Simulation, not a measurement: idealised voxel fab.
Herein follows the process module entitled voxel capacitor over wiring.
In the cross-section labelled cut, the width is 275 nm and each square cell is 5 nm.
Throughout this document, each cross-section is represented as a grid of square cells and is presented as a sequence of bands enumerated from the top downward, where a band comprises one or more rows of cells.
This entry defines a band. It first specifies the height of the band's top and the height of its bottom in nm, and then specifies the band's materials from left to right, stating each material with its width in nm. The word "full width" identifies a single material that fills the band from edge to edge, while the word "air" identifies empty space.
Heads up on the height convention: 0 is the point under which the incoming wafer is all one material, and the lowest band has no bottom, it just keeps going down, like "0 -> down".
Note: "30..40" means the width goes from the first number (top row of the band) to the second number (bottom row) in equal steps per row of cells.
"all unchanged" after a step means that no cell of the cross-section changed.
The label "Unvented cavities" introduces a list of the empty spaces, 8 cells or larger, that have no open way up to the top; each entry in it reads width x height at distance, where the distance is taken from the left edge and all three are stated in nm.
The remark found on a step's line after its settings is issued by the simulator itself and pertains to that step.
Each step line may optionally specify "overlay nm", which for a step with a mask gives the rightward distance between the mask's planned place and where it lay, a negative value indicating the leftward direction.
**Here's what the planned process steps look like**
1. RECEIVE | material Si
2. CONFORMAL_DEP | material SiO2 | thk nm 10
3. CONFORMAL_DEP | material SiCN | thk nm 5
4. DIRECTIONAL_DEP | material lowk | thk nm 20
5. MASKED_ETCH | tone open | mask id METAL_1 | width nm 30 | pitch nm 90 | etch materials lowk | depth nm 20 | overlay nm 0
6. MASKED_ETCH | tone open | mask id METAL_1 | width nm 20 | pitch nm 90 | etch materials SiCN | depth nm 5 | overlay nm 0
7. CONFORMAL_DEP | material TiN | thk nm 5
8. FILL_DEP | material Cu | thk nm 5
9. CMP | height nm 35
10. CONFORMAL_DEP | material SiCN | thk nm 5
11. DIRECTIONAL_DEP | material SiO2 | thk nm 15
12. PATTERN | tone open | mask id PLUG_1 | material resist | width nm 15 | thk nm 20 | overlay nm 0
13. DIRECTIONAL_ETCH | etch materials SiO2 | depth nm 15
14. DIRECTIONAL_ETCH | etch materials SiCN | depth nm 5
15. STRIP | etch materials resist
16. CONFORMAL_DEP | material TiN | thk nm 5
17. FILL_DEP | material Ru | thk nm 10
18. CMP | height nm 55
19. DIRECTIONAL_DEP | material TiN | thk nm 5
20. DIRECTIONAL_DEP | material SiN | thk nm 5
21. DIRECTIONAL_DEP | material TiN | thk nm 5
22. MASKED_ETCH | tone cover | mask id UPPER_PLATE | width nm 65 | etch materials TiN | depth nm 5 | overlay nm 0
23. MASKED_ETCH | tone cover | mask id UPPER_PLATE | width nm 65 | etch materials SiN | depth nm 5 | overlay nm 0
24. PATTERN | tone cover | mask id LOWER_PLATE | material resist | width nm 75 | thk nm 15 | overlay nm 0
25. DIRECTIONAL_ETCH | etch materials TiN | depth nm 5
26. STRIP | etch materials resist
27. FILL_DEP | material SiO2 | thk nm 20
28. CMP | height nm 85
29. MASKED_ETCH | tone open | mask id PLUG_2 | width nm 15 | etch materials SiO2 | depth nm 15 | overlay nm 0
30. CONFORMAL_DEP | material TiN | thk nm 5
31. FILL_DEP | material Ru | thk nm 5
32. CMP | height nm 85
33. CONFORMAL_DEP | material SiN | thk nm 5
varied across the wafers: width nm of step 6. The plan shows the first wafer's value. All wafers start alike
**Cross-section, first of several wafers, as delivered after step 1**
  0 -> down  Si full width
  Unvented cavities: none
**The figure below presents a cross-section of the first of several wafers at the conclusion of the module, following its last step, step 33**
  90 -> 85  SiN full width
  85 -> 75  100 SiO2; 5 TiN; 5 Ru; 5 TiN; 160 SiO2
  75 -> 65  100..90 SiO2; 15..65 TiN; 160..120 SiO2
  65 -> 60  90 SiO2; 65 SiN; 120 SiO2
  60 -> 55  85 SiO2; 75 TiN; 115 SiO2
  55 -> 40  90 SiO2; 5 TiN; 5 Ru; 5 TiN; 170 SiO2
  40 -> 35  90 SiCN; 15 TiN; 170 SiCN
  35 -> 20  75 lowk; 5 TiN; 20 Cu; 5 TiN; 60 lowk; 5 TiN; 20 Cu; 5 TiN; 80 lowk
  20 -> 15  75 lowk; 10 TiN; 10 Cu; 10 TiN; 60 lowk; 10 TiN; 10 Cu; 10 TiN; 80 lowk
  15 -> 10  80 SiCN; 20 TiN; 70 SiCN; 20 TiN; 85 SiCN
  10 -> 0  SiO2 full width
  0 -> down  Si full width
  Unvented cavities: none
**Final wafer cross-section at module end**
  90 -> 85  SiN full width
  85 -> 75  100 SiO2; 5 TiN; 5 Ru; 5 TiN; 160 SiO2
  75 -> 65  100..90 SiO2; 15..65 TiN; 160..120 SiO2
  65 -> 60  90 SiO2; 65 SiN; 120 SiO2
  60 -> 55  85 SiO2; 75 TiN; 115 SiO2
  55 -> 40  90 SiO2; 5 TiN; 5 Ru; 5 TiN; 170 SiO2
  40 -> 35  90 SiCN; 15 TiN; 170 SiCN
  35 -> 15  75 lowk; 5 TiN; 20 Cu; 5 TiN; 60 lowk; 5 TiN; 20 Cu; 5 TiN; 80 lowk
  15 -> 10  75 SiCN; 30 TiN; 60 SiCN; 30 TiN; 80 SiCN
  10 -> 0  SiO2 full width
  0 -> down  Si full width
  Unvented cavities: none
**Quick key for the table: a row per wafer, taken at the end of the module. For each material it tells you how many cells the wafer gained (+) or lost (-) since it came in, and the closed voids come after**
width nm 20, +28 Cu, +5 Ru, +99 SiCN, +68 SiN, +546 SiO2, +72 TiN, +172 lowk, Unvented cavities: none
width nm 25, +30 Cu, +5 Ru, +97 SiCN, +68 SiN, +546 SiO2, +72 TiN, +172 lowk, Unvented cavities: none
width nm 30, +32 Cu, +5 Ru, +95 SiCN, +68 SiN, +546 SiO2, +72 TiN, +172 lowk, Unvented cavities: none
width nm 35, +32 Cu, +5 Ru, +95 SiCN, +68 SiN, +546 SiO2, +72 TiN, +172 lowk, Unvented cavities: none
width nm 40, +32 Cu, +5 Ru, +95 SiCN, +68 SiN, +546 SiO2, +72 TiN, +172 lowk, Unvented cavities: none
width nm 45, +32 Cu, +5 Ru, +95 SiCN, +68 SiN, +546 SiO2, +72 TiN, +172 lowk, Unvented cavities: none
